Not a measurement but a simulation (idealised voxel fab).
process module | voxel released beams
cross-section cut | 170 nm wide | cells 5 nm
A cross-section is a grid of square cells, given in bands from the top down. A band is one or more rows of cells.
Each band's line starts with the height of the band's top and of its bottom, in nm. Then come its materials from left to right, each with its width in nm. One material with "throughout" fills the band from edge to edge. "air" is empty space.
Height 0 is the level under which the wafer as received is all one material. The lowest band goes on downwards, as in "0 down".
A width such as "30 to 40" changes by the same amount from each row of cells to the next, from the band's top row to its bottom row.
"no change" after a step means that no cell of the cross-section changed.
closed voids: empty space of 8 cells or more with no open way to the top, each as width x height at its distance from the left edge, in nm
after a step's settings: what the simulator itself notes on the step
overlay nm, on a step with a mask: how far to the right of its planned place the mask lay; to the left if negative
plan
1 op RECEIVE | material Si
2 op CONFORMAL_DEP | material SiN | thk nm 5
3 op DIRECTIONAL_DEP | material SiO2 | thk nm 20
4 op DIRECTIONAL_DEP | material aC | thk nm 15
5 op PATTERN | tone open | mask id ANCHOR | material resist | width nm 45 | thk nm 30 | overlay nm 0
6 op DIRECTIONAL_ETCH | etch materials aC | depth nm 15
7 op STRIP | etch materials resist
8 op DIRECTIONAL_ETCH | etch materials SiO2 | depth nm 20
9 op STRIP | etch materials aC
10 op CONFORMAL_DEP | material polySi | thk nm 15
11 op DIRECTIONAL_DEP | material aC | thk nm 10
12 op PATTERN | tone cover | mask id BEAM | material resist | width nm 90 | thk nm 25 | overlay nm 0
13 op DIRECTIONAL_ETCH | etch materials aC | depth nm 10
14 op STRIP | etch materials resist
15 op DIRECTIONAL_ETCH | etch materials polySi | depth nm 15
16 op STRIP | etch materials aC
17 op STRIP | etch materials SiO2
as received, after step 1
  0 down: Si throughout
  closed voids: none
a wafer at the end: this start, this plan, one mistake
  40 to 25: air 30 | polySi 25 | air 15 | polySi 60 | air 40
  25 to 20: air 40 | polySi 15 | air 15 | polySi 15 | air 85
  20 to 5: air 40 | polySi 45 | air 85
  5 to 0: SiN throughout
  0 down: Si throughout
  closed voids: none
what went wrong: step 12 ran as: op PATTERN | tone cover | mask id BEAM | material resist | width nm 100 | thk nm 25 | overlay nm 0
